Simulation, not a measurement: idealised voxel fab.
A process module follows: voxel fin reveal.
The figure presents cross-section cut, which has a width of 270 nm and is divided into square cells with an edge length of 5 nm.
Cross-section layout: square cells on a grid; listed as bands, top to bottom; a band spans one or more cell rows.
The entry gives the band's vertical extent as a top height and a bottom height in nm, then its horizontal make-up as materials from left to right, each with a width in nm. "blank" stands for empty space; a single material marked "everywhere" fills the band edge to edge.
Height 0 is the level under which the wafer as received is all one material. The lowest band goes on downwards, as in "top 0, no bottom".
A width such as "30..40" changes by the same amount from each row of cells to the next, from the band's top row to its bottom row.
Key: "no modifications" - step with no changed cell in the cross-section.
"Sealed-off cavities": empty spaces of 8 cells or more with no open way to the top, each given as width x height at distance, distance from the left edge, all in nm.
It should be noted that, on the line of a given step, the content following the step's settings is a remark produced by the simulator itself with respect to that step.
"overlay nm", when on a step's line for a step with a mask, measures how far to the right of its planned place the mask lay; a negative measure means to the left.
SET OUT BELOW ARE THE PLANNED STEPS OF THE PROCESS
1 RECEIVE with material Si
2 CONFORMAL_DEP with material SiN, thk nm 10
3 MASKED_ETCH with tone cover, mask id FINS, width nm 15, pitch nm 40, etch materials SiN, depth nm 10, overlay nm 0
4 MASKED_ETCH with tone cover, mask id FINS, width nm 15, pitch nm 40, etch materials Si, depth nm 30, overlay nm 0
5 OXIDIZE with depth nm 5
6 FILL_DEP with material SiO2, thk nm 5
7 CMP with height nm 10
8 SELECTIVE_ETCH with etch materials SiO2, depth nm 30
9 STRIP with etch materials SiN
10 CONFORMAL_DEP with material HfO2, thk nm 5
THE FIRST OF TWO WAFERS, RUN AS PLANNED
DELIVERED WAFER IN CROSS-SECTION: STATE AFTER STEP 1
	top 0, no bottom = Si everywhere
	Sealed-off cavities: none
CROSS-SECTION OF THE WAFER AFTER STEP 2
	top 10, bottom 0 = SiN everywhere
	Rest of section, below 0: as before.
CROSS-SECTION OF THE WAFER AFTER STEP 3
	top 10, bottom 0 = 105 blank, then 15 SiN, then 25 blank, then 15 SiN, then 110 blank
	Rest of section, below 0: as before.
CROSS-SECTION OF THE WAFER AFTER STEP 4
	top 10, bottom 0 = 105 blank, then 15 SiN, then 25 blank, then 15 SiN, then 110 blank
	top 0, bottom -30 = 105 blank, then 15 Si, then 25 blank, then 15 Si, then 110 blank
	Rest of section, below -30: as before.
CROSS-SECTION OF THE WAFER AFTER STEP 5
	top 10, bottom 0 = 105 blank, then 15 SiN, then 25 blank, then 15 SiN, then 110 blank
	top 0, bottom -30 = 105 blank, then 5 SiO2, then 5 Si, then 5 SiO2, then 25 blank, then 5 SiO2, then 5 Si, then 5 SiO2, then 110 blank
	top -30, bottom -35 = 110 SiO2, then 5 Si, then 35 SiO2, then 5 Si, then 115 SiO2
	Rest of section, below -35: as before.
CROSS-SECTION OF THE WAFER AFTER STEP 6
	top 15, bottom 10 = SiO2 everywhere
	top 10, bottom 0 = 105 SiO2, then 15 SiN, then 25 SiO2, then 15 SiN, then 110 SiO2
	top 0, bottom -35 = 110 SiO2, then 5 Si, then 35 SiO2, then 5 Si, then 115 SiO2
	Rest of section, below -35: as before.
CROSS-SECTION OF THE WAFER AFTER STEP 7
	top 10, bottom 0 = 105 SiO2, then 15 SiN, then 25 SiO2, then 15 SiN, then 110 SiO2
	Rest of section, below 0: as before.
CROSS-SECTION OF THE WAFER AFTER STEP 8
	top 10, bottom 0 = 105 blank, then 15 SiN, then 25 blank, then 15 SiN, then 110 blank
	top 0, bottom -20 = 110 blank, then 5 Si, then 35 blank, then 5 Si, then 115 blank
	Rest of section, below -20: as before.
CROSS-SECTION OF THE WAFER AFTER STEP 9
	top 0, bottom -20 = 110 blank, then 5 Si, then 35 blank, then 5 Si, then 115 blank
	Rest of section, below -20: as before.
CROSS-SECTION OF THE WAFER AFTER STEP 10
	top 5, bottom 0 = 105 blank, then 15 HfO2, then 25 blank, then 15 HfO2, then 110 blank
	top 0, bottom -15 = 105 blank, then 5 HfO2, then 5 Si, then 5 HfO2, then 25 blank, then 5 HfO2, then 5 Si, then 5 HfO2, then 110 blank
	top -15, bottom -20 = 110 HfO2, then 5 Si, then 35 HfO2, then 5 Si, then 115 HfO2
	Rest of section, below -20: as before.
THE REMAINING WAFER, SECOND OF THE TWO, STARTED LIKE THE FIRST AND WAS RUN TO THE SAME PLAN, EXCEPT THAT ONE MISTAKE WAS MADE ALONG THE WAY; THE TWO COINCIDE THROUGH STEP 3, INCLUSIVE
WHEN STEP 4 SHOULD HAVE ENDED
	top 10, bottom 0 = 105 blank, then 15 SiN, then 25 blank, then 15 SiN, then 110 blank
	top 0, bottom -60 = 105 blank, then 15 Si, then 25 blank, then 15 Si, then 110 blank
	Rest of section, below -60: as before.
WHEN STEP 5 SHOULD HAVE ENDED
	top 10, bottom 0 = 105 blank, then 15 SiN, then 25 blank, then 15 SiN, then 110 blank
	top 0, bottom -60 = 105 blank, then 5 SiO2, then 5 Si, then 5 SiO2, then 25 blank, then 5 SiO2, then 5 Si, then 5 SiO2, then 110 blank
	top -60, bottom -65 = 110 SiO2, then 5 Si, then 35 SiO2, then 5 Si, then 115 SiO2
	Rest of section, below -65: as before.
WHEN STEP 6 SHOULD HAVE ENDED
	top 15, bottom 10 = SiO2 everywhere
	top 10, bottom 0 = 105 SiO2, then 15 SiN, then 25 SiO2, then 15 SiN, then 110 SiO2
	top 0, bottom -65 = 110 SiO2, then 5 Si, then 35 SiO2, then 5 Si, then 115 SiO2
	Rest of section, below -65: as before.
WHEN STEP 7 SHOULD HAVE ENDED
	top 10, bottom 0 = 105 SiO2, then 15 SiN, then 25 SiO2, then 15 SiN, then 110 SiO2
	Rest of section, below 0: as before.
WHEN STEP 8 SHOULD HAVE ENDED
	top 10, bottom 0 = 105 blank, then 15 SiN, then 25 blank, then 15 SiN, then 110 blank
	top 0, bottom -20 = 110 blank, then 5 Si, then 35 blank, then 5 Si, then 115 blank
	Rest of section, below -20: as before.
WHEN STEP 9 SHOULD HAVE ENDED
	top 0, bottom -20 = 110 blank, then 5 Si, then 35 blank, then 5 Si, then 115 blank
	Rest of section, below -20: as before.
WHEN STEP 10 SHOULD HAVE ENDED
	top 5, bottom 0 = 105 blank, then 15 HfO2, then 25 blank, then 15 HfO2, then 110 blank
	top 0, bottom -15 = 105 blank, then 5 HfO2, then 5 Si, then 5 HfO2, then 25 blank, then 5 HfO2, then 5 Si, then 5 HfO2, then 110 blank
	top -15, bottom -20 = 110 HfO2, then 5 Si, then 35 HfO2, then 5 Si, then 115 HfO2
	Rest of section, below -20: as before.
Run error: heads up, step 4 of the plan got done twice
In the final state, the cell counts of the second wafer exceed or fall short of those of the first for the following materials: 312 fewer of Si, 312 more of SiO2
